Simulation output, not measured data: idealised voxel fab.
The following process module bears the name voxel released beams.
The cross-section shown here is cut; it is 220 nm wide and divided into square cells measuring 5 nm on a side.
For the purposes of this document, a cross-section shall be understood as a grid of square cells, specified as bands listed in top-to-bottom order, each band consisting of one or more rows of cells. Quick guide to a band line: top height, bottom height (nm) up front; then every material left to right with its width in nm. Only one material and it's marked "throughout"? Then it fills the band edge to edge. And "empty" just means empty space. Counting heights begins at 0, where everything beneath is, in the wafer as received, one material. The lowest band has no bottom; it goes on downwards, as "0 and below" shows. Width "30..40": first value at the band's top row of cells, second value at its bottom row, equal change from row to row. Where a step carries "left unchanged", the cross-section came out of it unchanged, cell for cell. For the entry "Enclosed void listing", the listed items are empty spaces with no open way to the top whose size is 8 cells or more; each item follows the pattern width x height at distance, where distance is from the left edge and all three are in nm. Formally, on a step line, whatever follows the settings is a remark that the simulator itself makes on the step. A step line may carry the setting "overlay nm", which, for steps involving a mask, states the distance by which the mask lay to the right of its intended position; negative values denote displacement to the left.

List of planned process steps
1,RECEIVE [material Si]
2,CONFORMAL_DEP [material Al2O3] [thk nm 10]
3,DIRECTIONAL_DEP [material SiO2] [thk nm 20]
4,DIRECTIONAL_DEP [material aC] [thk nm 10]
5,PATTERN [tone open] [mask id ANCHOR] [material resist] [width nm 45] [thk nm 25] [overlay nm 0]
6,DIRECTIONAL_ETCH [etch materials aC] [depth nm 10]
7,STRIP [etch materials resist]
8,DIRECTIONAL_ETCH [etch materials SiO2] [depth nm 20]
9,STRIP [etch materials aC]
10,CONFORMAL_DEP [material polySi] [thk nm 15]
11,PATTERN [tone cover] [mask id BEAM] [material resist] [width nm 130] [thk nm 15] [overlay nm -15]
12,DIRECTIONAL_ETCH [etch materials polySi] [depth nm 15]
13,STRIP [etch materials resist]
14,STRIP [etch materials SiO2]
It is noted that the wafers described herein are identical at the outset and are distinguished by the overlay nm of step 11; the value stated in the plan corresponds to the first wafer.

Cross-section of the first of several wafers on receipt, reflecting completion of step 1
	0 and below  Si throughout
	Enclosed void listing: none

Last step of the module is step 14; after it, the first of several wafers in cross-section
	45 down to 30  empty 25; polySi 35; empty 15; polySi 80; empty 65
	30 down to 25  empty 45; polySi 15; empty 15; polySi 15; empty 130
	25 down to 10  empty 45; polySi 45; empty 130
	10 down to 0  Al2O3 throughout
	0 and below  Si throughout
	Enclosed void listing: none

Showing the last wafer in cross-section at the end of the module
	45 down to 30  empty 55; polySi 5; empty 15; polySi 110; empty 35
	30 down to 25  empty 45; polySi 15; empty 15; polySi 15; empty 130
	25 down to 10  empty 45; polySi 45; empty 130
	10 down to 0  Al2O3 throughout
	0 and below  Si throughout
	Enclosed void listing: none

Here is how to read the rows: every wafer has a row, and it shows the wafer at the end of the module, giving for each material how many cells were gained (+) or lost (-) since the wafer was received, then listing its closed voids
overlay nm -15, +88 Al2O3, +102 polySi, Enclosed void listing: none
overlay nm -10, +88 Al2O3, +102 polySi, Enclosed void listing: none
overlay nm -5, +88 Al2O3, +102 polySi, Enclosed void listing: none
overlay nm 0, +88 Al2O3, +102 polySi, Enclosed void listing: none
overlay nm 5, +88 Al2O3, +102 polySi, Enclosed void listing: none
overlay nm 10, +88 Al2O3, +102 polySi, Enclosed void listing: none
overlay nm 15, +88 Al2O3, +102 polySi, Enclosed void listing: none
